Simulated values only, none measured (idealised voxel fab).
The following is a process module called voxel quadruple lines.
FYI the section here is cut, 240 nm wide, cells are 5 nm squares.
Think of the cross-section as a grid of square cells. We describe it in bands, top to bottom, and each band covers one or more rows of those cells.
Top, bottom (nm), then materials left to right with widths (nm); lone material tagged "throughout" fills the whole band edge to edge; "empty" = empty space.
All heights in this document are referenced to 0, defined as the level beneath which the wafer, as received, consists entirely of one material. The lowest band is not bounded below; it extends indefinitely downward and is written in the form "0..down".
Width spec "30 to 40" -> top row of cells at first value, bottom row at second value, equal per-row change in between.
It should be understood that the words "nothing was modified", when stated for a given step, signify that the cross-section underwent no change in any of its cells during that step.
"Enclosed voids" - sealed voids, min. 8 cells, no opening to top; format: width x height at distance (distance from left edge; nm throughout).
Whatever follows a step's settings on its line is a remark the simulator itself makes about that step.
"overlay nm", when on a step's line for a step with a mask, measures how far to the right of its planned place the mask lay; a negative measure means to the left.

plan:
1 RECEIVE (material Si)
2 CONFORMAL_DEP (material SiO2; thk nm 5)
3 DIRECTIONAL_DEP (material W; thk nm 10)
4 DIRECTIONAL_DEP (material polySi; thk nm 15)
5 DIRECTIONAL_DEP (material aC; thk nm 20)
6 PATTERN (tone cover; mask id MANDREL; material resist; width nm 25; pitch nm 80; thk nm 30; overlay nm 0)
7 DIRECTIONAL_ETCH (etch materials aC; depth nm 20)
8 STRIP (etch materials resist)
9 CONFORMAL_DEP (material SiO2; thk nm 15)
10 DIRECTIONAL_ETCH (etch materials SiO2; depth nm 15)
11 STRIP (etch materials aC)
12 DIRECTIONAL_ETCH (etch materials polySi; depth nm 15)
13 STRIP (etch materials SiO2)
14 CONFORMAL_DEP (material SiN; thk nm 5)
15 DIRECTIONAL_ETCH (etch materials SiN; depth nm 5)
16 STRIP (etch materials polySi)
17 DIRECTIONAL_ETCH (etch materials W; depth nm 10)
18 STRIP (etch materials SiN)

Cross-section of the incoming wafer, state after step 1:
  0..down: Si throughout
  Enclosed voids: none

The first of two wafers, cross-sectioned at the end of the module, with the run proceeding as planned:
  15..5: empty 45 / W 5 / empty 15 / W 5 / empty 15 / W 5 / empty 15 / W 5 / empty 15 / W 5 / empty 15 / W 5 / empty 15 / W 5 / empty 15 / W 5 / empty 50
  5..0: SiO2 throughout
  0..down: Si throughout
  Enclosed voids: none

End-of-module cross-section of the second wafer: identical starting point and process plan to the first, with one processing mistake:
  20..5: polySi throughout
  5..0: SiO2 throughout
  0..down: Si throughout
  Enclosed voids: none
What was done differently from what was planned? step 4 occupied the plan position of step 3, and the converse holds as well
Bottom line after processing is that, in cells, the second wafer is up or down on some materials versus the first: 16 fewer of W; 144 more of polySi
